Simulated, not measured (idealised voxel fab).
Process module in this document: voxel self aligned vias
Xsec cut, 295 nm wide, square cell size 5 nm.
Throughout this document, each cross-section is represented as a grid of square cells and is presented as a sequence of bands enumerated from the top downward, where a band comprises one or more rows of cells. Heights first: top, then bottom, in nm. Then materials, left to right, each with a width in nm. "full width" on a single material: fills the band edge to edge. "blank": empty space. Convention: height 0 is the level below which the wafer, as received, is all one material. The lowest band does not terminate at the bottom but continues downward, represented as "0 nm and below". The notation "30..40" denotes a width that varies across the rows of cells in the band, beginning at the first number in the top row, finishing at the second number in the bottom row, and changing by an identical amount from each row to the next. A step reported as "no modifications" is a step in which no cell of the cross-section changed. Empty spaces without an open route to the top, at least 8 cells in extent, make up the entry "Fully sealed voids"; each is given as width x height at distance, where the distance is measured from the left edge, and all are in nm. Heads up: the bit after the settings on a step's line is the simulator's remark on that step. A step's line can hold "overlay nm"; with a mask on that step, the setting says how far right of the planned place the mask lay, while a negative setting says it lay to the left.
Planned step list for the process
1. RECEIVE with material Si
2. CONFORMAL_DEP with material SiO2, thk nm 15
3. CONFORMAL_DEP with material SiCN, thk nm 5
4. DIRECTIONAL_DEP with material SiO2, thk nm 30
5. PATTERN with tone open, mask id LINES, material resist, width nm 25, pitch nm 60, thk nm 20, overlay nm 0
6. DIRECTIONAL_ETCH with etch materials SiO2, depth nm 30
7. STRIP with etch materials resist
8. CONFORMAL_DEP with material TiN, thk nm 5
9. FILL_DEP with material W, thk nm 10
10. CMP with height nm 50
11. SELECTIVE_ETCH with etch materials W Ru TiN, depth nm 5
12. FILL_DEP with material SiN, thk nm 10
13. CMP with height nm 50
14. DIRECTIONAL_DEP with material SiO2, thk nm 15
15. DIRECTIONAL_DEP with material aC, thk nm 15
16. PATTERN with tone open, mask id VIAS, material resist, width nm 35, pitch nm 60, thk nm 30, overlay nm 0
17. DIRECTIONAL_ETCH with etch materials aC, depth nm 15
18. STRIP with etch materials resist
19. DIRECTIONAL_ETCH with etch materials SiO2, depth nm 15
20. DIRECTIONAL_ETCH with etch materials SiN, depth nm 5
21. STRIP with etch materials aC
22. CONFORMAL_DEP with material TiN, thk nm 5
23. FILL_DEP with material Cu, thk nm 10
24. CMP with height nm 65
25. CONFORMAL_DEP with material SiN, thk nm 5
Cross-section of the wafer upon arrival, representing the state reached after step 1
> 0 nm and below = Si full width
> Fully sealed voids: none
Cross-section: first of two wafers, module finished, run according to plan
> 70 nm to 65 nm = SiN full width
> 65 nm to 55 nm = 70 nm SiO2  5 nm TiN  25 nm Cu  5 nm TiN  25 nm SiO2  5 nm TiN  25 nm Cu  5 nm TiN  25 nm SiO2  5 nm TiN  25 nm Cu  5 nm TiN  70 nm SiO2
> 55 nm to 50 nm = 70 nm SiO2  10 nm TiN  15 nm Cu  10 nm TiN  25 nm SiO2  10 nm TiN  15 nm Cu  10 nm TiN  25 nm SiO2  10 nm TiN  15 nm Cu  10 nm TiN  70 nm SiO2
> 50 nm to 45 nm = 75 nm SiO2  25 nm TiN  35 nm SiO2  25 nm TiN  35 nm SiO2  25 nm TiN  75 nm SiO2
> 45 nm to 25 nm = 75 nm SiO2  5 nm TiN  15 nm W  5 nm TiN  35 nm SiO2  5 nm TiN  15 nm W  5 nm TiN  35 nm SiO2  5 nm TiN  15 nm W  5 nm TiN  75 nm SiO2
> 25 nm to 20 nm = 75 nm SiO2  25 nm TiN  35 nm SiO2  25 nm TiN  35 nm SiO2  25 nm TiN  75 nm SiO2
> 20 nm to 15 nm = SiCN full width
> 15 nm to 0 nm = SiO2 full width
> 0 nm and below = Si full width
> Fully sealed voids: none
Second wafer through the module, sectioned at the end: same beginning and same plan as the first wafer, with one mistake in carrying it out
> 70 nm to 65 nm = W full width
> 65 nm to 55 nm = 70 nm SiO2  5 nm TiN  25 nm Cu  5 nm TiN  25 nm SiO2  5 nm TiN  25 nm Cu  5 nm TiN  25 nm SiO2  5 nm TiN  25 nm Cu  5 nm TiN  70 nm SiO2
> 55 nm to 50 nm = 70 nm SiO2  10 nm TiN  15 nm Cu  10 nm TiN  25 nm SiO2  10 nm TiN  15 nm Cu  10 nm TiN  25 nm SiO2  10 nm TiN  15 nm Cu  10 nm TiN  70 nm SiO2
> 50 nm to 45 nm = 75 nm SiO2  25 nm TiN  35 nm SiO2  25 nm TiN  35 nm SiO2  25 nm TiN  75 nm SiO2
> 45 nm to 25 nm = 75 nm SiO2  5 nm TiN  15 nm W  5 nm TiN  35 nm SiO2  5 nm TiN  15 nm W  5 nm TiN  35 nm SiO2  5 nm TiN  15 nm W  5 nm TiN  75 nm SiO2
> 25 nm to 20 nm = 75 nm SiO2  25 nm TiN  35 nm SiO2  25 nm TiN  35 nm SiO2  25 nm TiN  75 nm SiO2
> 20 nm to 15 nm = SiCN full width
> 15 nm to 0 nm = SiO2 full width
> 0 nm and below = Si full width
> Fully sealed voids: none
What was the processing mistake? step 25 was run on a setting that differed from the plan, and what really ran there is CONFORMAL_DEP with material W, thk nm 5
Final cells, second wafer relative to first, materials higher or lower: 59 fewer of SiN | 59 more of W
